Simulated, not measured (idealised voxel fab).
The document below concerns the process module designated voxel spacer lines.
Section shown: cut. Width: 175 nm. Cell size: 5 nm, square.
This document writes a cross-section as a grid whose cells are square, and gives it as bands, listed from the top down; one or more rows of cells form a band. Quick guide to a band line: top height, bottom height (nm) up front; then every material left to right with its width in nm. Only one material and it's marked "edge to edge"? Then it fills the band edge to edge. And "air" just means empty space. Height is counted from the level 0, under which the received wafer is composed throughout of one material. The lowest of the bands is not closed at the bottom but continues downward, in the notation "0 down". Think of "30..40" as a width that walks from the first number to the second as you go down the band, top row to bottom row, taking equal-sized steps from row to row. Step marked "no alteration"? Then no cell in the cross-section changed in it. In the "Voids, sealed" entry, you get each enclosed empty space of 8 cells or more, one with no open way to the top, written width x height at distance, distance from the left edge, in nm. Formally, on a step line, whatever follows the settings is a remark that the simulator itself makes on the step. A step's line can hold "overlay nm"; with a mask on that step, the setting says how far right of the planned place the mask lay, while a negative setting says it lay to the left.

Set out below are the planned steps of the process
| 1 | RECEIVE | material Si |
| 2 | CONFORMAL_DEP | material Al2O3 | thk nm 10 |
| 3 | DIRECTIONAL_DEP | material polySi | thk nm 20 |
| 4 | DIRECTIONAL_DEP | material aC | thk nm 30 |
| 5 | PATTERN | tone cover | mask id MANDREL | material resist | width nm 20 | pitch nm 60 | thk nm 40 | overlay nm 0 |
| 6 | DIRECTIONAL_ETCH | etch materials aC | depth nm 30 |
| 7 | STRIP | etch materials resist |
| 8 | CONFORMAL_DEP | material SiN | thk nm 10 |
| 9 | DIRECTIONAL_ETCH | etch materials SiN | depth nm 10 |
| 10 | STRIP | etch materials aC |
| 11 | DIRECTIONAL_ETCH | etch materials polySi | depth nm 20 |
| 12 | STRIP | etch materials SiN |
| 13 | FILL_DEP | material SiO2 | thk nm 5 |
| 14 | CMP | height nm 30 |

Of two wafers, the first: run according to plan

Cross-section of the wafer at receipt, which is the condition after step 1
- 0 down  Si edge to edge
- Voids, sealed: none

Cross-section through the wafer, step 2 finished
- 10 to 0  Al2O3 edge to edge
- Lower than 0, everything is as it was.

Cross-section through the wafer, step 3 finished
- 30 to 10  polySi edge to edge
- Lower than 10, everything is as it was.

Cross-section through the wafer, step 4 finished
- 60 to 30  aC edge to edge
- Lower than 30, everything is as it was.

Cross-section through the wafer, step 5 finished
- 100 to 60  45 nm air / 20 nm resist / 40 nm air / 20 nm resist / 50 nm air
- Lower than 60, everything is as it was.

Cross-section through the wafer, step 6 finished
- 70 to 60  45 nm air / 20 nm resist / 40 nm air / 20 nm resist / 50 nm air
- 60 to 30  45 nm air / 20 nm aC / 40 nm air / 20 nm aC / 50 nm air
- Lower than 30, everything is as it was.

Cross-section through the wafer, step 7 finished
- 60 to 30  45 nm air / 20 nm aC / 40 nm air / 20 nm aC / 50 nm air
- Lower than 30, everything is as it was.

Cross-section through the wafer, step 8 finished
- 70 to 60  35 nm air / 40 nm SiN / 20 nm air / 40 nm SiN / 40 nm air
- 60 to 40  35 nm air / 10 nm SiN / 20 nm aC / 10 nm SiN / 20 nm air / 10 nm SiN / 20 nm aC / 10 nm SiN / 40 nm air
- 40 to 30  45 nm SiN / 20 nm aC / 40 nm SiN / 20 nm aC / 50 nm SiN
- Lower than 30, everything is as it was.

Cross-section through the wafer, step 9 finished
- 60 to 30  35 nm air / 10 nm SiN / 20 nm aC / 10 nm SiN / 20 nm air / 10 nm SiN / 20 nm aC / 10 nm SiN / 40 nm air
- Lower than 30, everything is as it was.

Cross-section through the wafer, step 10 finished
- 60 to 30  35 nm air / 10 nm SiN / 20 nm air / 10 nm SiN / 20 nm air / 10 nm SiN / 20 nm air / 10 nm SiN / 40 nm air
- Lower than 30, everything is as it was.

Cross-section through the wafer, step 11 finished
- 60 to 30  35 nm air / 10 nm SiN / 20 nm air / 10 nm SiN / 20 nm air / 10 nm SiN / 20 nm air / 10 nm SiN / 40 nm air
- 30 to 10  35 nm air / 10 nm polySi / 20 nm air / 10 nm polySi / 20 nm air / 10 nm polySi / 20 nm air / 10 nm polySi / 40 nm air
- Lower than 10, everything is as it was.

Cross-section through the wafer, step 12 finished
- 30 to 10  35 nm air / 10 nm polySi / 20 nm air / 10 nm polySi / 20 nm air / 10 nm polySi / 20 nm air / 10 nm polySi / 40 nm air
- Lower than 10, everything is as it was.

Cross-section through the wafer, step 13 finished
- 35 to 30  SiO2 edge to edge
- 30 to 10  35 nm SiO2 / 10 nm polySi / 20 nm SiO2 / 10 nm polySi / 20 nm SiO2 / 10 nm polySi / 20 nm SiO2 / 10 nm polySi / 40 nm SiO2
- Lower than 10, everything is as it was.

Cross-section through the wafer, step 14 finished
- 30 to 10  35 nm SiO2 / 10 nm polySi / 20 nm SiO2 / 10 nm polySi / 20 nm SiO2 / 10 nm polySi / 20 nm SiO2 / 10 nm polySi / 40 nm SiO2
- Lower than 10, everything is as it was.

Wafer two: like wafer one in start and plan, but with one mistake in execution; identical up to and including step 11

Second wafer, sectioned view, at step 12's planned end time: no alteration

Second wafer, sectioned view, at step 13's planned end time
- 65 to 60  SiO2 edge to edge
- 60 to 30  35 nm SiO2 / 10 nm SiN / 20 nm SiO2 / 10 nm SiN / 20 nm SiO2 / 10 nm SiN / 20 nm SiO2 / 10 nm SiN / 40 nm SiO2
- 30 to 10  35 nm SiO2 / 10 nm polySi / 20 nm SiO2 / 10 nm polySi / 20 nm SiO2 / 10 nm polySi / 20 nm SiO2 / 10 nm polySi / 40 nm SiO2
- Lower than 10, everything is as it was.

Second wafer, sectioned view, at step 14's planned end time
- 30 to 10  35 nm SiO2 / 10 nm polySi / 20 nm SiO2 / 10 nm polySi / 20 nm SiO2 / 10 nm polySi / 20 nm SiO2 / 10 nm polySi / 40 nm SiO2
- Lower than 10, everything is as it was.
Run error: plan step 12 skipped
If you compare the two wafers at the end, their cross-sections are the same, so as far as this model is concerned the mistake changes nothing.
